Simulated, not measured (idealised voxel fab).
process module | voxel spacer lines
cross-section cut | 230 nm wide | cells 5 nm
A cross-section is a grid of square cells, given in bands from the top down. A band is one or more rows of cells.
Each band's line starts with the height of the band's top and of its bottom, in nm. Then come its materials from left to right, each with its width in nm. One material with "throughout" fills the band from edge to edge. "air" is empty space.
Height 0 is the level under which the wafer as received is all one material. The lowest band goes on downwards, as in "0 down".
A width such as "30 to 40" changes by the same amount from each row of cells to the next, from the band's top row to its bottom row.
"no change" after a step means that no cell of the cross-section changed.
closed voids: empty space of 8 cells or more with no open way to the top, each as width x height at its distance from the left edge, in nm
after a step's settings: what the simulator itself notes on the step
overlay nm, on a step with a mask: how far to the right of its planned place the mask lay; to the left if negative
plan
1 op RECEIVE | material Si
2 op CONFORMAL_DEP | material Al2O3 | thk nm 10
3 op DIRECTIONAL_DEP | material polySi | thk nm 20
4 op DIRECTIONAL_DEP | material aC | thk nm 30
5 op PATTERN | tone cover | mask id MANDREL | material resist | width nm 20 | pitch nm 70 | thk nm 35 | overlay nm 0
6 op DIRECTIONAL_ETCH | etch materials aC | depth nm 30
7 op STRIP | etch materials resist
8 op CONFORMAL_DEP | material SiO2 | thk nm 15
9 op DIRECTIONAL_ETCH | etch materials SiO2 | depth nm 15
10 op STRIP | etch materials aC
11 op DIRECTIONAL_ETCH | etch materials polySi | depth nm 20
12 op STRIP | etch materials SiO2
13 op FILL_DEP | material SiO2 | thk nm 5
14 op CMP | height nm 30
as received, after step 1
  0 down: Si throughout
  closed voids: none
a wafer at the end: this start, this plan, one mistake
  30 to 10: SiO2 55 | polySi 15 | SiO2 20 | polySi 15 | SiO2 20 | polySi 15 | SiO2 20 | polySi 15 | SiO2 55
  10 to 0: aC throughout
  0 down: Si throughout
  closed voids: none
what went wrong: step 2 ran as: op CONFORMAL_DEP | material aC | thk nm 10
